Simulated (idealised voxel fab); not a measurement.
process module | voxel trench capacitor
cross-section cut | 160 nm wide | cells 5 nm
A cross-section is a grid of square cells, given in bands from the top down. A band is one or more rows of cells.
Each band's line starts with the height of the band's top and of its bottom, in nm. Then come its materials from left to right, each with its width in nm. One material with "throughout" fills the band from edge to edge. "air" is empty space.
Height 0 is the level under which the wafer as received is all one material. The lowest band goes on downwards, as in "0 down".
A width such as "30 to 40" changes by the same amount from each row of cells to the next, from the band's top row to its bottom row.
"no change" after a step means that no cell of the cross-section changed.
closed voids: empty space of 8 cells or more with no open way to the top, each as width x height at its distance from the left edge, in nm
after a step's settings: what the simulator itself notes on the step
overlay nm, on a step with a mask: how far to the right of its planned place the mask lay; to the left if negative
plan
1 op RECEIVE | material Si
2 op CONFORMAL_DEP | material SiN | thk nm 10
3 op MASKED_ETCH | tone open | mask id TRENCH | width nm 30 | pitch nm 45 | etch materials SiN | depth nm 10 | overlay nm 0
4 op MASKED_ETCH | tone open | mask id TRENCH | width nm 30 | pitch nm 45 | etch materials Si | depth nm 40 | overlay nm 0
5 op CONFORMAL_DEP | material Al2O3 | thk nm 5
6 op CONFORMAL_DEP | material TiN | thk nm 5
7 op FILL_DEP | material W | thk nm 5
8 op CMP | height nm 10
as received, after step 1
  0 down: Si throughout
  closed voids: none
first wafer at the end, as planned
  10 to 0: SiN 40 | Al2O3 5 | TiN 5 | W 10 | TiN 5 | Al2O3 5 | SiN 15 | Al2O3 5 | TiN 5 | W 10 | TiN 5 | Al2O3 5 | SiN 45
  0 to -30: Si 40 | Al2O3 5 | TiN 5 | W 10 | TiN 5 | Al2O3 5 | Si 15 | Al2O3 5 | TiN 5 | W 10 | TiN 5 | Al2O3 5 | Si 45
  -30 to -35: Si 40 | Al2O3 5 | TiN 20 | Al2O3 5 | Si 15 | Al2O3 5 | TiN 20 | Al2O3 5 | Si 45
  -35 to -40: Si 40 | Al2O3 30 | Si 15 | Al2O3 30 | Si 45
  -40 down: Si throughout
  closed voids: none
second wafer at the end: like start, like plan, one mistake
  10 to 0: Al2O3 throughout
  0 down: Si throughout
  closed voids: none
what went wrong: step 2 ran as: op CONFORMAL_DEP | material Al2O3 | thk nm 10
at the end the second wafer has, in cells: 16 more of Al2O3 | 96 more of Si | 40 fewer of SiN | 40 fewer of TiN | 32 fewer of W
